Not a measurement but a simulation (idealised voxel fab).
process module | voxel tone inversion
cross-section cut | 220 nm wide | cells 5 nm
A cross-section is a grid of square cells, given in bands from the top down. A band is one or more rows of cells.
Each band's line starts with the height of the band's top and of its bottom, in nm. Then come its materials from left to right, each with its width in nm. One material with "throughout" fills the band from edge to edge. "air" is empty space.
Height 0 is the level under which the wafer as received is all one material. The lowest band goes on downwards, as in "0 down".
A width such as "30 to 40" changes by the same amount from each row of cells to the next, from the band's top row to its bottom row.
"no change" after a step means that no cell of the cross-section changed.
closed voids: empty space of 8 cells or more with no open way to the top, each as width x height at its distance from the left edge, in nm
after a step's settings: what the simulator itself notes on the step
overlay nm, on a step with a mask: how far to the right of its planned place the mask lay; to the left if negative
plan
1 op RECEIVE | material Si
2 op CONFORMAL_DEP | material SiN | thk nm 5
3 op DIRECTIONAL_DEP | material polySi | thk nm 10
4 op PATTERN | tone cover | mask id POSTS | material resist | width nm 15 | pitch nm 45 | thk nm 25 | overlay nm 0
5 op DIRECTIONAL_ETCH | etch materials polySi | depth nm 20
6 op STRIP | etch materials resist
7 op FILL_DEP | material lowk | thk nm 10
8 op CMP | height nm 25
9 op STRIP | etch materials polySi
varied across the wafers: thk nm of step 3. The plan shows the first wafer's value. All wafers start alike
first wafer as received, after step 1
  0 down: Si throughout
  closed voids: none
first wafer at the end, after step 9
  25 to 15: lowk throughout
  15 to 5: lowk 35 | polySi 15 | lowk 30 | polySi 15 | lowk 30 | polySi 15 | lowk 30 | polySi 15 | lowk 35
  5 to 0: SiN throughout
  0 down: Si throughout
  closed voids: none
last wafer at the end
  5 to 0: SiN throughout
  0 down: Si throughout
  closed voids: none
each wafer at the end: cells of each material gained (+) or lost (-) since it was received, then its closed voids
thk nm 10 | +44 SiN | +152 lowk | +24 polySi | closed voids: none
thk nm 15 | +44 SiN | +140 lowk | +36 polySi | closed voids: none
thk nm 20 | +44 SiN | +128 lowk | closed voids: none
thk nm 25 | +44 SiN | closed voids: none
thk nm 30 | +44 SiN | closed voids: none
thk nm 35 | +44 SiN | closed voids: none
